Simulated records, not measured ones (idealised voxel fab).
Documented hereafter: the process module known as voxel transistor to metal.
In the cross-section labelled cut, the width is 170 nm and each square cell is 5 nm.
Cross-section format: a grid of square cells, given as bands from top to bottom; each band is one or more rows of cells.
Band entry format. Leading values: height of top, height of bottom, nm. Remainder: materials in left-to-right order, each with its width in nm. Special words: "everywhere" on a single material, which then fills the band edge to edge; "empty", empty space.
Height is counted from the level 0, under which the received wafer is composed throughout of one material. The lowest of the bands is not closed at the bottom but continues downward, in the notation "0 nm and below".
The width entry "30 to 40" should be interpreted row by row: the top row of cells in the band takes the first number, the bottom row takes the second number, and the change between adjacent rows is uniform throughout.
"changes: none" (step): cross-section cells unchanged, all of them.
Listed in "Closed internal voids": every empty space of 8 or more cells without an open way to the top. Form: width x height at distance, the distance being from the left edge, all in nm.
What comes after the settings on a step's line is commentary from the simulator itself on that step.
The "overlay nm" setting may appear on a step's line; for a step that uses a mask, it gives how far to the right of its planned position the mask lay, and a negative value indicates the left.
From here on the document is pairs. In a pair, the cross-section before one process step comes with the cross-section after it, and the latter goes no deeper than the lowest band that changed. What lies in between, the step and its settings, is written under the pair. A pair may be from a different run of this module on the same starting wafer than the pair above it, so it continues from that pair only where its entry headed "Incoming structure" says so.

Incoming structure:
* 35 nm to 30 nm = empty: 60 | HfO2: 15 | empty: 20 | HfO2: 15 | empty: 60
* 30 nm to 25 nm = HfO2: 65 | SiN: 5 | HfO2: 5 | empty: 20 | HfO2: 5 | SiN: 5 | HfO2: 65
* 25 nm to 20 nm = SiO2: 65 | SiN: 5 | HfO2: 5 | empty: 20 | HfO2: 5 | SiN: 5 | SiO2: 65
* 20 nm to 15 nm = SiO2: 65 | SiN: 5 | HfO2: 30 | SiN: 5 | SiO2: 65
* 15 nm to 5 nm = SiO2: 30 | SiN: 110 | SiO2: 30
* 5 nm to 0 nm = SiO2 everywhere
* 0 nm to -20 nm = SiO2: 30 | Si: 110 | SiO2: 30
* -20 nm and below = Si everywhere
* Closed internal voids: none

Result of Step:
* 40 nm to 35 nm = empty: 55 | TiN: 25 | empty: 10 | TiN: 25 | empty: 55
* 35 nm to 30 nm = TiN: 60 | HfO2: 15 | TiN: 5 | empty: 10 | TiN: 5 | HfO2: 15 | TiN: 60
* 30 nm to 25 nm = HfO2: 65 | SiN: 5 | HfO2: 5 | TiN: 5 | empty: 10 | TiN: 5 | HfO2: 5 | SiN: 5 | HfO2: 65
* 25 nm to 20 nm = SiO2: 65 | SiN: 5 | HfO2: 5 | TiN: 20 | HfO2: 5 | SiN: 5 | SiO2: 65
* Everything under 20 stays put, no change at all.
* Closed internal voids: none
The two cross-sections above are separated by a single process step, namely CONFORMAL_DEP with material TiN, thk nm 5

Incoming structure: The cross-section prior to this step is the one presented after the step of the pair immediately above.

Result of Step:
* 45 nm to 40 nm = W everywhere
* 40 nm to 35 nm = W: 55 | TiN: 25 | W: 10 | TiN: 25 | W: 55
* 35 nm to 30 nm = TiN: 60 | HfO2: 15 | TiN: 5 | W: 10 | TiN: 5 | HfO2: 15 | TiN: 60
* 30 nm to 25 nm = HfO2: 65 | SiN: 5 | HfO2: 5 | TiN: 5 | W: 10 | TiN: 5 | HfO2: 5 | SiN: 5 | HfO2: 65
* Everything under 25 stays put, no change at all.
* Closed internal voids: none
The two cross-sections above are separated by a single process step, namely FILL_DEP with material W, thk nm 5

Incoming structure: The cross-section prior to this step is the one presented after the step of the pair immediately above.

Result of Step:
* 25 nm to 20 nm = SiO2: 65 | SiN: 5 | HfO2: 5 | TiN: 20 | HfO2: 5 | SiN: 5 | SiO2: 65
* Everything under 20 stays put, no change at all.
* Closed internal voids: none
The two cross-sections above are separated by a single process step, namely CMP with height nm 25

Incoming structure: The cross-section prior to this step is the one presented after the step of the pair immediately above.

Result of Step:
* 35 nm to 25 nm = SiO2 everywhere
* Everything under 25 stays put, no change at all.
* Closed internal voids: none
The two cross-sections above are separated by a single process step, namely DIRECTIONAL_DEP with material SiO2, thk nm 10

Incoming structure: The cross-section prior to this step is the one presented after the step of the pair immediately above.

Result of Step:
* 55 nm to 35 nm = resist: 40 | empty: 15 | resist: 60 | empty: 15 | resist: 40
* Everything under 35 stays put, no change at all.
* Closed internal voids: none
The two cross-sections above are separated by a single process step, namely PATTERN with tone open, mask id CONTACT, material resist, width nm 15, pitch nm 75, thk nm 20, overlay nm 0

Incoming structure: The cross-section prior to this step is the one presented after the step of the pair immediately above.

Result of Step:
* 55 nm to 35 nm = resist: 40 | empty: 15 | resist: 60 | empty: 15 | resist: 40
* 35 nm to 25 nm = SiO2: 40 | empty: 15 | SiO2: 60 | empty: 15 | SiO2: 40
* 25 nm to 20 nm = SiO2: 40 | empty: 15 | SiO2: 10 | SiN: 5 | HfO2: 5 | TiN: 20 | HfO2: 5 | SiN: 5 | SiO2: 10 | empty: 15 | SiO2: 40
* 20 nm to 15 nm = SiO2: 40 | empty: 15 | SiO2: 10 | SiN: 5 | HfO2: 30 | SiN: 5 | SiO2: 10 | empty: 15 | SiO2: 40
* Everything under 15 stays put, no change at all.
* Closed internal voids: none
The two cross-sections above are separated by a single process step, namely DIRECTIONAL_ETCH with etch materials SiO2, depth nm 40

Incoming structure: The cross-section prior to this step is the one presented after the step of the pair immediately above.

Result of Step:
* 35 nm to 25 nm = SiO2: 40 | empty: 15 | SiO2: 60 | empty: 15 | SiO2: 40
* Everything under 25 stays put, no change at all.
* Closed internal voids: none
The two cross-sections above are separated by a single process step, namely STRIP with etch materials resist

Incoming structure: The cross-section prior to this step is the one presented after the step of the pair immediately above.

Result of Step:
* 40 nm to 35 nm = TiN: 45 | empty: 5 | TiN: 70 | empty: 5 | TiN: 45
* 35 nm to 25 nm = SiO2: 40 | TiN: 5 | empty: 5 | TiN: 5 | SiO2: 60 | TiN: 5 | empty: 5 | TiN: 5 | SiO2: 40
* 25 nm to 20 nm = SiO2: 40 | TiN: 5 | empty: 5 | TiN: 5 | SiO2: 10 | SiN: 5 | HfO2: 5 | TiN: 20 | HfO2: 5 | SiN: 5 | SiO2: 10 | TiN: 5 | empty: 5 | TiN: 5 | SiO2: 40
* 20 nm to 15 nm = SiO2: 40 | TiN: 15 | SiO2: 10 | SiN: 5 | HfO2: 30 | SiN: 5 | SiO2: 10 | TiN: 15 | SiO2: 40
* Everything under 15 stays put, no change at all.
* Closed internal voids: none
The two cross-sections above are separated by a single process step, namely CONFORMAL_DEP with material TiN, thk nm 5

Incoming structure: The cross-section prior to this step is the one presented after the step of the pair immediately above.

Result of Step:
* 50 nm to 40 nm = Ru everywhere
* 40 nm to 35 nm = TiN: 45 | Ru: 5 | TiN: 70 | Ru: 5 | TiN: 45
* 35 nm to 25 nm = SiO2: 40 | TiN: 5 | Ru: 5 | TiN: 5 | SiO2: 60 | TiN: 5 | Ru: 5 | TiN: 5 | SiO2: 40
* 25 nm to 20 nm = SiO2: 40 | TiN: 5 | Ru: 5 | TiN: 5 | SiO2: 10 | SiN: 5 | HfO2: 5 | TiN: 20 | HfO2: 5 | SiN: 5 | SiO2: 10 | TiN: 5 | Ru: 5 | TiN: 5 | SiO2: 40
* Everything under 20 stays put, no change at all.
* Closed internal voids: none
The two cross-sections above are separated by a single process step, namely FILL_DEP with material Ru, thk nm 10

Incoming structure: The cross-section prior to this step is the one presented after the step of the pair immediately above.

Result of Step:
* 35 nm to 25 nm = SiO2: 40 | TiN: 5 | Ru: 5 | TiN: 5 | SiO2: 60 | TiN: 5 | Ru: 5 | TiN: 5 | SiO2: 40
* Everything under 25 stays put, no change at all.
* Closed internal voids: none
The two cross-sections above are separated by a single process step, namely CMP with height nm 35

Incoming structure: The cross-section prior to this step is the one presented after the step of the pair immediately above.

Result of Step:
* 40 nm to 35 nm = TiN everywhere
* Everything under 35 stays put, no change at all.
* Closed internal voids: none
The two cross-sections above are separated by a single process step, namely DIRECTIONAL_DEP with material TiN, thk nm 5

Incoming structure: The cross-section prior to this step is the one presented after the step of the pair immediately above.

Result of Step:
* 65 nm to 40 nm = W everywhere
* Everything under 40 stays put, no change at all.
* Closed internal voids: none
The two cross-sections above are separated by a single process step, namely DIRECTIONAL_DEP with material W, thk nm 25

Incoming structure: The cross-section prior to this step is the one presented after the step of the pair immediately above.

Result of Step:
* 80 nm to 65 nm = aC everywhere
* Everything under 65 stays put, no change at all.
* Closed internal voids: none
The two cross-sections above are separated by a single process step, namely DIRECTIONAL_DEP with material aC, thk nm 15

Incoming structure: The cross-section prior to this step is the one presented after the step of the pair immediately above.

Result of Step:
* 110 nm to 80 nm = empty: 40 | resist: 15 | empty: 60 | resist: 15 | empty: 40
* Everything under 80 stays put, no change at all.
* Closed internal voids: none
The two cross-sections above are separated by a single process step, namely PATTERN with tone cover, mask id METAL_1, material resist, width nm 15, pitch nm 75, thk nm 30, overlay nm 0

Incoming structure: The cross-section prior to this step is the one presented after the step of the pair immediately above.

Result of Step:
* 95 nm to 80 nm = empty: 40 | resist: 15 | empty: 60 | resist: 15 | empty: 40
* 80 nm to 65 nm = empty: 40 | aC: 15 | empty: 60 | aC: 15 | empty: 40
* Everything under 65 stays put, no change at all.
* Closed internal voids: none
The two cross-sections above are separated by a single process step, namely DIRECTIONAL_ETCH with etch materials aC, depth nm 15

Incoming structure: The cross-section prior to this step is the one presented after the step of the pair immediately above.

Result of Step:
* 80 nm to 65 nm = empty: 40 | aC: 15 | empty: 60 | aC: 15 | empty: 40
* Everything under 65 stays put, no change at all.
* Closed internal voids: none
The two cross-sections above are separated by a single process step, namely STRIP with etch materials resist

Incoming structure: The cross-section prior to this step is the one presented after the step of the pair immediately above.

Result of Step:
* 80 nm to 65 nm = empty: 40 | aC: 15 | empty: 60 | aC: 15 | empty: 40
* 65 nm to 40 nm = empty: 40 | W: 15 | empty: 60 | W: 15 | empty: 40
* Everything under 40 stays put, no change at all.
* Closed internal voids: none
The two cross-sections above are separated by a single process step, namely DIRECTIONAL_ETCH with etch materials W, depth nm 25

Incoming structure: The cross-section prior to this step is the one presented after the step of the pair immediately above.

Result of Step:
* 80 nm to 65 nm = empty: 40 | aC: 15 | empty: 60 | aC: 15 | empty: 40
* 65 nm to 40 nm = empty: 40 | W: 15 | empty: 60 | W: 15 | empty: 40
* 40 nm to 35 nm = empty: 40 | TiN: 15 | empty: 60 | TiN: 15 | empty: 40
* Everything under 35 stays put, no change at all.
* Closed internal voids: none
The two cross-sections above are separated by a single process step, namely DIRECTIONAL_ETCH with etch materials TiN, depth nm 5

Incoming structure: The cross-section prior to this step is the one presented after the step of the pair immediately above.

Result of Step:
* 65 nm to 40 nm = empty: 40 | W: 15 | empty: 60 | W: 15 | empty: 40
* Everything under 40 stays put, no change at all.
* Closed internal voids: none
The two cross-sections above are separated by a single process step, namely STRIP with etch materials aC

Incoming structure: The cross-section prior to this step is the one presented after the step of the pair immediately above.

Result of Step:
* 70 nm to 65 nm = empty: 35 | SiCN: 25 | empty: 50 | SiCN: 25 | empty: 35
* 65 nm to 40 nm = empty: 35 | SiCN: 5 | W: 15 | SiCN: 5 | empty: 50 | SiCN: 5 | W: 15 | SiCN: 5 | empty: 35
* 40 nm to 35 nm = SiCN: 40 | TiN: 15 | SiCN: 60 | TiN: 15 | SiCN: 40
* Everything under 35 stays put, no change at all.
* Closed internal voids: none
The two cross-sections above are separated by a single process step, namely CONFORMAL_DEP with material SiCN, thk nm 5

Incoming structure: The cross-section prior to this step is the one presented after the step of the pair immediately above.

Result of Step:
* 80 nm to 70 nm = lowk everywhere
* 70 nm to 65 nm = lowk: 35 | SiCN: 25 | lowk: 50 | SiCN: 25 | lowk: 35
* 65 nm to 40 nm = lowk: 35 | SiCN: 5 | W: 15 | SiCN: 5 | lowk: 50 | SiCN: 5 | W: 15 | SiCN: 5 | lowk: 35
* Everything under 40 stays put, no change at all.
* Closed internal voids: none
The two cross-sections above are separated by a single process step, namely FILL_DEP with material lowk, thk nm 10

Incoming structure: The cross-section prior to this step is the one presented after the step of the pair immediately above.

Result of Step:
* 65 nm to 40 nm = lowk: 35 | SiCN: 5 | W: 15 | SiCN: 5 | lowk: 50 | SiCN: 5 | W: 15 | SiCN: 5 | lowk: 35
* Everything under 40 stays put, no change at all.
* Closed internal voids: none
The two cross-sections above are separated by a single process step, namely CMP with height nm 65

Incoming structure: The cross-section prior to this step is the one presented after the step of the pair immediately above.

Result of Step:
* 70 nm to 65 nm = SiCN everywhere
* Everything under 65 stays put, no change at all.
* Closed internal voids: none
The two cross-sections above are separated by a single process step, namely CONFORMAL_DEP with material SiCN, thk nm 5

Incoming structure:
* 80 nm to 65 nm = aC everywhere
* 65 nm to 40 nm = W everywhere
* 40 nm to 35 nm = TiN everywhere
* 35 nm to 25 nm = SiO2: 40 | TiN: 5 | Ru: 5 | TiN: 5 | SiO2: 60 | TiN: 5 | Ru: 5 | TiN: 5 | SiO2: 40
* 25 nm to 15 nm = SiO2: 40 | TiN: 5 | Ru: 5 | TiN: 5 | SiO2: 10 | SiN: 5 | HfO2: 5 | TiN: 5 | W: 10 | TiN: 5 | HfO2: 5 | SiN: 5 | SiO2: 10 | TiN: 5 | Ru: 5 | TiN: 5 | SiO2: 40
* 15 nm to 10 nm = SiO2: 40 | TiN: 15 | SiO2: 10 | SiN: 5 | HfO2: 5 | TiN: 5 | W: 10 | TiN: 5 | HfO2: 5 | SiN: 5 | SiO2: 10 | TiN: 15 | SiO2: 40
* 10 nm to 5 nm = SiO2: 40 | TiN: 10 | pSi: 15 | SiN: 5 | HfO2: 5 | TiN: 5 | W: 10 | TiN: 5 | HfO2: 5 | SiN: 5 | pSi: 15 | TiN: 10 | SiO2: 40
* 5 nm to 0 nm = SiO2: 25 | SiN: 5 | SiO2: 10 | TiN: 10 | pSi: 15 | SiN: 5 | HfO2: 5 | TiN: 20 | HfO2: 5 | SiN: 5 | pSi: 15 | TiN: 10 | SiO2: 10 | SiN: 5 | SiO2: 25
* 0 nm to -5 nm = SiO2: 40 | TiN: 10 | pSi: 15 | HfO2: 40 | pSi: 15 | TiN: 10 | SiO2: 40
* -5 nm to -20 nm = SiO2: 30 | pSi: 35 | Si: 40 | pSi: 35 | SiO2: 30
* -20 nm and below = Si everywhere
* Closed internal voids: none

Result of Step:
* 110 nm to 80 nm = empty: 35 | resist: 25 | empty: 50 | resist: 25 | empty: 35
* Everything under 80 stays put, no change at all.
* Closed internal voids: none
The two cross-sections above are separated by a single process step, namely PATTERN with tone cover, mask id METAL_1, material resist, width nm 25, pitch nm 75, thk nm 30, overlay nm 0

Incoming structure: The cross-section prior to this step is the one presented after the step of the pair immediately above.

Result of Step:
* 95 nm to 80 nm = empty: 35 | resist: 25 | empty: 50 | resist: 25 | empty: 35
* 80 nm to 65 nm = empty: 35 | aC: 25 | empty: 50 | aC: 25 | empty: 35
* Everything under 65 stays put, no change at all.
* Closed internal voids: none
The two cross-sections above are separated by a single process step, namely DIRECTIONAL_ETCH with etch materials aC, depth nm 15

Incoming structure: The cross-section prior to this step is the one presented after the step of the pair immediately above.

Result of Step:
* 80 nm to 65 nm = empty: 35 | aC: 25 | empty: 50 | aC: 25 | empty: 35
* Everything under 65 stays put, no change at all.
* Closed internal voids: none
The two cross-sections above are separated by a single process step, namely STRIP with etch materials resist

Incoming structure: The cross-section prior to this step is the one presented after the step of the pair immediately above.

Result of Step:
* 80 nm to 65 nm = empty: 35 | aC: 25 | empty: 50 | aC: 25 | empty: 35
* 65 nm to 40 nm = empty: 35 | W: 25 | empty: 50 | W: 25 | empty: 35
* Everything under 40 stays put, no change at all.
* Closed internal voids: none
The two cross-sections above are separated by a single process step, namely DIRECTIONAL_ETCH with etch materials W, depth nm 25

Incoming structure: The cross-section prior to this step is the one presented after the step of the pair immediately above.

Result of Step:
* 80 nm to 65 nm = empty: 35 | aC: 25 | empty: 50 | aC: 25 | empty: 35
* 65 nm to 40 nm = empty: 35 | W: 25 | empty: 50 | W: 25 | empty: 35
* 40 nm to 35 nm = empty: 35 | TiN: 25 | empty: 50 | TiN: 25 | empty: 35
* Everything under 35 stays put, no change at all.
* Closed internal voids: none
The two cross-sections above are separated by a single process step, namely DIRECTIONAL_ETCH with etch materials TiN, depth nm 5

Incoming structure: The cross-section prior to this step is the one presented after the step of the pair immediately above.

Result of Step:
* 65 nm to 40 nm = empty: 35 | W: 25 | empty: 50 | W: 25 | empty: 35
* Everything under 40 stays put, no change at all.
* Closed internal voids: none
The two cross-sections above are separated by a single process step, namely STRIP with etch materials aC

Incoming structure: The cross-section prior to this step is the one presented after the step of the pair immediately above.

Result of Step:
* 70 nm to 65 nm = empty: 30 | SiCN: 35 | empty: 40 | SiCN: 35 | empty: 30
* 65 nm to 40 nm = empty: 30 | SiCN: 5 | W: 25 | SiCN: 5 | empty: 40 | SiCN: 5 | W: 25 | SiCN: 5 | empty: 30
* 40 nm to 35 nm = SiCN: 35 | TiN: 25 | SiCN: 50 | TiN: 25 | SiCN: 35
* Everything under 35 stays put, no change at all.
* Closed internal voids: none
The two cross-sections above are separated by a single process step, namely CONFORMAL_DEP with material SiCN, thk nm 5

Incoming structure: The cross-section prior to this step is the one presented after the step of the pair immediately above.

Result of Step:
* 80 nm to 70 nm = lowk everywhere
* 70 nm to 65 nm = lowk: 30 | SiCN: 35 | lowk: 40 | SiCN: 35 | lowk: 30
* 65 nm to 40 nm = lowk: 30 | SiCN: 5 | W: 25 | SiCN: 5 | lowk: 40 | SiCN: 5 | W: 25 | SiCN: 5 | lowk: 30
* Everything under 40 stays put, no change at all.
* Closed internal voids: none
The two cross-sections above are separated by a single process step, namely FILL_DEP with material lowk, thk nm 10

Incoming structure: The cross-section prior to this step is the one presented after the step of the pair immediately above.

Result of Step:
* 65 nm to 40 nm = lowk: 30 | SiCN: 5 | W: 25 | SiCN: 5 | lowk: 40 | SiCN: 5 | W: 25 | SiCN: 5 | lowk: 30
* Everything under 40 stays put, no change at all.
* Closed internal voids: none
The two cross-sections above are separated by a single process step, namely CMP with height nm 65

Incoming structure: The cross-section prior to this step is the one presented after the step of the pair immediately above.

Result of Step:
* 70 nm to 65 nm = SiCN everywhere
* Everything under 65 stays put, no change at all.
* Closed internal voids: none
The two cross-sections above are separated by a single process step, namely CONFORMAL_DEP with material SiCN, thk nm 5

Incoming structure:
* 80 nm to 65 nm = aC everywhere
* 65 nm to 40 nm = W everywhere
* 40 nm to 35 nm = TiN everywhere
* 35 nm to 25 nm = SiO2: 40 | TiN: 5 | Ru: 5 | TiN: 5 | SiO2: 60 | TiN: 5 | Ru: 5 | TiN: 5 | SiO2: 40
* 25 nm to 15 nm = SiO2: 40 | TiN: 5 | Ru: 5 | TiN: 5 | SiO2: 10 | SiN: 5 | HfO2: 5 | TiN: 5 | W: 10 | TiN: 5 | HfO2: 5 | SiN: 5 | SiO2: 10 | TiN: 5 | Ru: 5 | TiN: 5 | SiO2: 40
* 15 nm to 10 nm = SiO2: 40 | TiN: 15 | SiO2: 10 | SiN: 5 | HfO2: 5 | TiN: 5 | W: 10 | TiN: 5 | HfO2: 5 | SiN: 5 | SiO2: 10 | TiN: 15 | SiO2: 40
* 10 nm to 5 nm = SiO2: 40 | TiN: 10 | pSi: 15 | SiN: 5 | HfO2: 5 | TiN: 5 | W: 10 | TiN: 5 | HfO2: 5 | SiN: 5 | pSi: 15 | TiN: 10 | SiO2: 40
* 5 nm to 0 nm = SiO2: 25 | SiN: 5 | SiO2: 10 | TiN: 10 | pSi: 15 | SiN: 5 | HfO2: 5 | TiN: 20 | HfO2: 5 | SiN: 5 | pSi: 15 | TiN: 10 | SiO2: 10 | SiN: 5 | SiO2: 25
* 0 nm to -5 nm = SiO2: 40 | TiN: 10 | pSi: 15 | HfO2: 40 | pSi: 15 | TiN: 10 | SiO2: 40
* -5 nm to -20 nm = SiO2: 30 | pSi: 35 | Si: 40 | pSi: 35 | SiO2: 30
* -20 nm and below = Si everywhere
* Closed internal voids: none

Result of Step:
* 110 nm to 80 nm = empty: 30 | resist: 15 | empty: 60 | resist: 15 | empty: 50
* Everything under 80 stays put, no change at all.
* Closed internal voids: none
The two cross-sections above are separated by a single process step, namely PATTERN with tone cover, mask id METAL_1, material resist, width nm 15, pitch nm 75, thk nm 30, overlay nm -10

Incoming structure: The cross-section prior to this step is the one presented after the step of the pair immediately above.

Result of Step:
* 95 nm to 80 nm = empty: 30 | resist: 15 | empty: 60 | resist: 15 | empty: 50
* 80 nm to 65 nm = empty: 30 | aC: 15 | empty: 60 | aC: 15 | empty: 50
* Everything under 65 stays put, no change at all.
* Closed internal voids: none
The two cross-sections above are separated by a single process step, namely DIRECTIONAL_ETCH with etch materials aC, depth nm 15

Incoming structure: The cross-section prior to this step is the one presented after the step of the pair immediately above.

Result of Step:
* 80 nm to 65 nm = empty: 30 | aC: 15 | empty: 60 | aC: 15 | empty: 50
* Everything under 65 stays put, no change at all.
* Closed internal voids: none
The two cross-sections above are separated by a single process step, namely STRIP with etch materials resist

Incoming structure: The cross-section prior to this step is the one presented after the step of the pair immediately above.

Result of Step:
* 80 nm to 65 nm = empty: 30 | aC: 15 | empty: 60 | aC: 15 | empty: 50
* 65 nm to 40 nm = empty: 30 | W: 15 | empty: 60 | W: 15 | empty: 50
* Everything under 40 stays put, no change at all.
* Closed internal voids: none
The two cross-sections above are separated by a single process step, namely DIRECTIONAL_ETCH with etch materials W, depth nm 25

Incoming structure: The cross-section prior to this step is the one presented after the step of the pair immediately above.

Result of Step:
* 80 nm to 65 nm = empty: 30 | aC: 15 | empty: 60 | aC: 15 | empty: 50
* 65 nm to 40 nm = empty: 30 | W: 15 | empty: 60 | W: 15 | empty: 50
* 40 nm to 35 nm = empty: 30 | TiN: 15 | empty: 60 | TiN: 15 | empty: 50
* Everything under 35 stays put, no change at all.
* Closed internal voids: none
The two cross-sections above are separated by a single process step, namely DIRECTIONAL_ETCH with etch materials TiN, depth nm 5

Incoming structure: The cross-section prior to this step is the one presented after the step of the pair immediately above.

Result of Step:
* 65 nm to 40 nm = empty: 30 | W: 15 | empty: 60 | W: 15 | empty: 50
* Everything under 40 stays put, no change at all.
* Closed internal voids: none
The two cross-sections above are separated by a single process step, namely STRIP with etch materials aC

Incoming structure: The cross-section prior to this step is the one presented after the step of the pair immediately above.

Result of Step:
* 70 nm to 65 nm = empty: 25 | SiCN: 25 | empty: 50 | SiCN: 25 | empty: 45
* 65 nm to 40 nm = empty: 25 | SiCN: 5 | W: 15 | SiCN: 5 | empty: 50 | SiCN: 5 | W: 15 | SiCN: 5 | empty: 45
* 40 nm to 35 nm = SiCN: 30 | TiN: 15 | SiCN: 60 | TiN: 15 | SiCN: 50
* Everything under 35 stays put, no change at all.
* Closed internal voids: none
The two cross-sections above are separated by a single process step, namely CONFORMAL_DEP with material SiCN, thk nm 5

Incoming structure: The cross-section prior to this step is the one presented after the step of the pair immediately above.

Result of Step:
* 80 nm to 70 nm = lowk everywhere
* 70 nm to 65 nm = lowk: 25 | SiCN: 25 | lowk: 50 | SiCN: 25 | lowk: 45
* 65 nm to 40 nm = lowk: 25 | SiCN: 5 | W: 15 | SiCN: 5 | lowk: 50 | SiCN: 5 | W: 15 | SiCN: 5 | lowk: 45
* Everything under 40 stays put, no change at all.
* Closed internal voids: none
The two cross-sections above are separated by a single process step, namely FILL_DEP with material lowk, thk nm 10

Incoming structure: The cross-section prior to this step is the one presented after the step of the pair immediately above.

Result of Step:
* 65 nm to 40 nm = lowk: 25 | SiCN: 5 | W: 15 | SiCN: 5 | lowk: 50 | SiCN: 5 | W: 15 | SiCN: 5 | lowk: 45
* Everything under 40 stays put, no change at all.
* Closed internal voids: none
The two cross-sections above are separated by a single process step, namely CMP with height nm 65

Incoming structure: The cross-section prior to this step is the one presented after the step of the pair immediately above.

Result of Step:
* 70 nm to 65 nm = SiCN everywhere
* Everything under 65 stays put, no change at all.
* Closed internal voids: none
The two cross-sections above are separated by a single process step, namely CONFORMAL_DEP with material SiCN, thk nm 5

Incoming structure:
* 65 nm to 40 nm = empty: 40 | W: 15 | empty: 60 | W: 15 | empty: 40
* 40 nm to 35 nm = empty: 40 | TiN: 15 | empty: 60 | TiN: 15 | empty: 40
* 35 nm to 25 nm = SiO2: 40 | TiN: 5 | Ru: 5 | TiN: 5 | SiO2: 60 | TiN: 5 | Ru: 5 | TiN: 5 | SiO2: 40
* 25 nm to 15 nm = SiO2: 40 | TiN: 5 | Ru: 5 | TiN: 5 | SiO2: 10 | SiN: 5 | HfO2: 5 | TiN: 5 | W: 10 | TiN: 5 | HfO2: 5 | SiN: 5 | SiO2: 10 | TiN: 5 | Ru: 5 | TiN: 5 | SiO2: 40
* 15 nm to 10 nm = SiO2: 40 | TiN: 15 | SiO2: 10 | SiN: 5 | HfO2: 5 | TiN: 5 | W: 10 | TiN: 5 | HfO2: 5 | SiN: 5 | SiO2: 10 | TiN: 15 | SiO2: 40
* 10 nm to 5 nm = SiO2: 40 | TiN: 10 | pSi: 15 | SiN: 5 | HfO2: 5 | TiN: 5 | W: 10 | TiN: 5 | HfO2: 5 | SiN: 5 | pSi: 15 | TiN: 10 | SiO2: 40
* 5 nm to 0 nm = SiO2: 25 | SiN: 5 | SiO2: 10 | TiN: 10 | pSi: 15 | SiN: 5 | HfO2: 5 | TiN: 20 | HfO2: 5 | SiN: 5 | pSi: 15 | TiN: 10 | SiO2: 10 | SiN: 5 | SiO2: 25
* 0 nm to -5 nm = SiO2: 40 | TiN: 10 | pSi: 15 | HfO2: 40 | pSi: 15 | TiN: 10 | SiO2: 40
* -5 nm to -20 nm = SiO2: 30 | pSi: 35 | Si: 40 | pSi: 35 | SiO2: 30
* -20 nm and below = Si everywhere
* Closed internal voids: none

Result of Step:
* 70 nm to 65 nm = empty: 35 | SiO2: 25 | empty: 50 | SiO2: 25 | empty: 35
* 65 nm to 40 nm = empty: 35 | SiO2: 5 | W: 15 | SiO2: 5 | empty: 50 | SiO2: 5 | W: 15 | SiO2: 5 | empty: 35
* 40 nm to 35 nm = SiO2: 40 | TiN: 15 | SiO2: 60 | TiN: 15 | SiO2: 40
* Everything under 35 stays put, no change at all.
* Closed internal voids: none
The two cross-sections above are separated by a single process step, namely CONFORMAL_DEP with material SiO2, thk nm 5

Incoming structure: The cross-section prior to this step is the one presented after the step of the pair immediately above.

Result of Step:
* 80 nm to 70 nm = lowk everywhere
* 70 nm to 65 nm = lowk: 35 | SiO2: 25 | lowk: 50 | SiO2: 25 | lowk: 35
* 65 nm to 40 nm = lowk: 35 | SiO2: 5 | W: 15 | SiO2: 5 | lowk: 50 | SiO2: 5 | W: 15 | SiO2: 5 | lowk: 35
* Everything under 40 stays put, no change at all.
* Closed internal voids: none
The two cross-sections above are separated by a single process step, namely FILL_DEP with material lowk, thk nm 10

Incoming structure: The cross-section prior to this step is the one presented after the step of the pair immediately above.

Result of Step:
* 65 nm to 40 nm = lowk: 35 | SiO2: 5 | W: 15 | SiO2: 5 | lowk: 50 | SiO2: 5 | W: 15 | SiO2: 5 | lowk: 35
* Everything under 40 stays put, no change at all.
* Closed internal voids: none
The two cross-sections above are separated by a single process step, namely CMP with height nm 65

Incoming structure: The cross-section prior to this step is the one presented after the step of the pair immediately above.

Result of Step:
* 70 nm to 65 nm = SiCN everywhere
* Everything under 65 stays put, no change at all.
* Closed internal voids: none
The two cross-sections above are separated by a single process step, namely CONFORMAL_DEP with material SiCN, thk nm 5

Incoming structure:
* 80 nm to 65 nm = aC everywhere
* 65 nm to 40 nm = W everywhere
* 40 nm to 35 nm = TiN everywhere
* 35 nm to 25 nm = SiO2: 40 | TiN: 5 | Ru: 5 | TiN: 5 | SiO2: 60 | TiN: 5 | Ru: 5 | TiN: 5 | SiO2: 40
* 25 nm to 15 nm = SiO2: 40 | TiN: 5 | Ru: 5 | TiN: 5 | SiO2: 10 | SiN: 5 | HfO2: 5 | TiN: 5 | W: 10 | TiN: 5 | HfO2: 5 | SiN: 5 | SiO2: 10 | TiN: 5 | Ru: 5 | TiN: 5 | SiO2: 40
* 15 nm to 10 nm = SiO2: 40 | TiN: 15 | SiO2: 10 | SiN: 5 | HfO2: 5 | TiN: 5 | W: 10 | TiN: 5 | HfO2: 5 | SiN: 5 | SiO2: 10 | TiN: 15 | SiO2: 40
* 10 nm to 5 nm = SiO2: 40 | TiN: 10 | pSi: 15 | SiN: 5 | HfO2: 5 | TiN: 5 | W: 10 | TiN: 5 | HfO2: 5 | SiN: 5 | pSi: 15 | TiN: 10 | SiO2: 40
* 5 nm to 0 nm = SiO2: 25 | SiN: 5 | SiO2: 10 | TiN: 10 | pSi: 15 | SiN: 5 | HfO2: 5 | TiN: 20 | HfO2: 5 | SiN: 5 | pSi: 15 | TiN: 10 | SiO2: 10 | SiN: 5 | SiO2: 25
* 0 nm to -5 nm = SiO2: 40 | TiN: 10 | pSi: 15 | HfO2: 40 | pSi: 15 | TiN: 10 | SiO2: 40
* -5 nm to -20 nm = SiO2: 30 | pSi: 35 | Si: 40 | pSi: 35 | SiO2: 30
* -20 nm and below = Si everywhere
* Closed internal voids: none

Result of Step:
* 110 nm to 80 nm = resist: 40 | empty: 15 | resist: 60 | empty: 15 | resist: 40
* Everything under 80 stays put, no change at all.
* Closed internal voids: none
The two cross-sections above are separated by a single process step, namely PATTERN with tone open, mask id METAL_1, material resist, width nm 15, pitch nm 75, thk nm 30, overlay nm 0

Incoming structure: The cross-section prior to this step is the one presented after the step of the pair immediately above.

Result of Step:
* 95 nm to 80 nm = resist: 40 | empty: 15 | resist: 60 | empty: 15 | resist: 40
* 80 nm to 65 nm = aC: 40 | empty: 15 | aC: 60 | empty: 15 | aC: 40
* Everything under 65 stays put, no change at all.
* Closed internal voids: none
The two cross-sections above are separated by a single process step, namely DIRECTIONAL_ETCH with etch materials aC, depth nm 15

Incoming structure: The cross-section prior to this step is the one presented after the step of the pair immediately above.

Result of Step:
* 80 nm to 65 nm = aC: 40 | empty: 15 | aC: 60 | empty: 15 | aC: 40
* Everything under 65 stays put, no change at all.
* Closed internal voids: none
The two cross-sections above are separated by a single process step, namely STRIP with etch materials resist
